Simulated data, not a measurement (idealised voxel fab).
You're looking at the process module voxel ribs on slabs.
We display cut, a cross-section 210 nm in width whose square cells are each 5 nm.
Cross-section spec: square-cell grid; bands listed top down; each band is one or more rows.
A band entry consists of two parts. The first gives the height of the band's top and the height of its bottom, in nm. The rest lists the band's materials from left to right, each with its width in nm. A single material labelled with the word "all across" fills the band from edge to edge, and the word "empty" marks empty space.
Where do heights start? At 0: under that level the wafer as delivered is made of one material only. And the lowest band has no floor; it just carries on downward, as in "z 0 and below".
A two-number width, for instance "30 to 40", indicates that the width is equal to the first number in the top row of the band and to the second number in the bottom row, and that it changes by a constant amount per row of cells.
"no alteration" after a step means that no cell of the cross-section changed.
Enclosed voids (no open way to top), threshold 8 cells or more, entry "Closed cavity list", notation width x height at distance, distance from left edge, nm.
Read whatever lies past the settings on a step's line as the simulator's own remark about the step.
For masked steps, "overlay nm" on the step line gives how far right of plan the mask actually lay; a minus sign means it lay to the left.

List of planned process steps
- 1: RECEIVE: material Si
- 2: DIRECTIONAL_DEP: material SiO2, thk nm 25
- 3: DIRECTIONAL_DEP: material SiN, thk nm 25
- 4: MASKED_ETCH: tone cover, mask id RIB, width nm 15, etch materials SiN, depth nm 10, overlay nm 0
- 5: PATTERN: tone cover, mask id SLAB, material resist, width nm 65, thk nm 15, overlay nm 0
- 6: DIRECTIONAL_ETCH: etch materials SiN, depth nm 15
- 7: STRIP: etch materials resist
- 8: FILL_DEP: material SiO2, thk nm 25
- 9: CMP: height nm 70
- 10: DIRECTIONAL_DEP: material TiN, thk nm 5
- 11: PATTERN: tone cover, mask id HEATER, material resist, width nm 25, thk nm 20, overlay nm 0
- 12: DIRECTIONAL_ETCH: etch materials TiN, depth nm 5
- 13: STRIP: etch materials resist
- 14: CONFORMAL_DEP: material SiN, thk nm 10

First of the two wafers, run per plan

As received (post step 1): cross-section
- z 0 and below | Si all across
- Closed cavity list: none

Cross-sectional representation of the wafer at the conclusion of step 2
- z 25 to 0 | SiO2 all across
- All layers under 0 are left as they were.

Cross-sectional representation of the wafer at the conclusion of step 3
- z 50 to 25 | SiN all across
- All layers under 25 are left as they were.

Cross-sectional representation of the wafer at the conclusion of step 4
- z 50 to 40 | empty 95 / SiN 15 / empty 100
- All layers under 40 are left as they were.

Cross-sectional representation of the wafer at the conclusion of step 5
- z 65 to 50 | empty 70 / resist 65 / empty 75
- z 50 to 40 | empty 70 / resist 25 / SiN 15 / resist 25 / empty 75
- All layers under 40 are left as they were.

Cross-sectional representation of the wafer at the conclusion of step 6
- z 65 to 50 | empty 70 / resist 65 / empty 75
- z 50 to 40 | empty 70 / resist 25 / SiN 15 / resist 25 / empty 75
- z 40 to 25 | empty 70 / SiN 65 / empty 75
- All layers under 25 are left as they were.

Cross-sectional representation of the wafer at the conclusion of step 7
- z 50 to 40 | empty 95 / SiN 15 / empty 100
- All layers under 40 are left as they were.

Cross-sectional representation of the wafer at the conclusion of step 8
- z 75 to 50 | SiO2 all across
- z 50 to 40 | SiO2 95 / SiN 15 / SiO2 100
- z 40 to 25 | SiO2 70 / SiN 65 / SiO2 75
- All layers under 25 are left as they were.

Cross-sectional representation of the wafer at the conclusion of step 9
- z 70 to 50 | SiO2 all across
- All layers under 50 are left as they were.

Cross-sectional representation of the wafer at the conclusion of step 10
- z 75 to 70 | TiN all across
- All layers under 70 are left as they were.

Cross-sectional representation of the wafer at the conclusion of step 11
- z 95 to 75 | empty 90 / resist 25 / empty 95
- All layers under 75 are left as they were.

Cross-sectional representation of the wafer at the conclusion of step 12
- z 95 to 75 | empty 90 / resist 25 / empty 95
- z 75 to 70 | empty 90 / TiN 25 / empty 95
- All layers under 70 are left as they were.

Cross-sectional representation of the wafer at the conclusion of step 13
- z 75 to 70 | empty 90 / TiN 25 / empty 95
- All layers under 70 are left as they were.

Cross-sectional representation of the wafer at the conclusion of step 14
- z 85 to 80 | empty 80 / SiN 45 / empty 85
- z 80 to 75 | SiN all across
- z 75 to 70 | SiN 90 / TiN 25 / SiN 95
- All layers under 70 are left as they were.

Second wafer. Start and plan as for the first. One mistake made in running. Agrees with the first up to and including step 10

At the planned end of step 11, the second wafer in cross-section
- z 95 to 75 | resist 90 / empty 25 / resist 95
- All layers under 75 are left as they were.

At the planned end of step 12, the second wafer in cross-section
- z 95 to 75 | resist 90 / empty 25 / resist 95
- z 75 to 70 | TiN 90 / empty 25 / TiN 95
- All layers under 70 are left as they were.

At the planned end of step 13, the second wafer in cross-section
- z 75 to 70 | TiN 90 / empty 25 / TiN 95
- All layers under 70 are left as they were.

At the planned end of step 14, the second wafer in cross-section
- z 85 to 80 | SiN 100 / empty 5 / SiN 105
- z 80 to 75 | SiN all across
- z 75 to 70 | TiN 90 / SiN 25 / TiN 95
- All layers under 70 are left as they were.
Plan not followed: step 11 off recipe, ran as PATTERN: tone open, mask id HEATER, material resist, width nm 25, thk nm 20, overlay nm 0
Materials where the second wafer ends with more or fewer cells than the first: +32 TiN
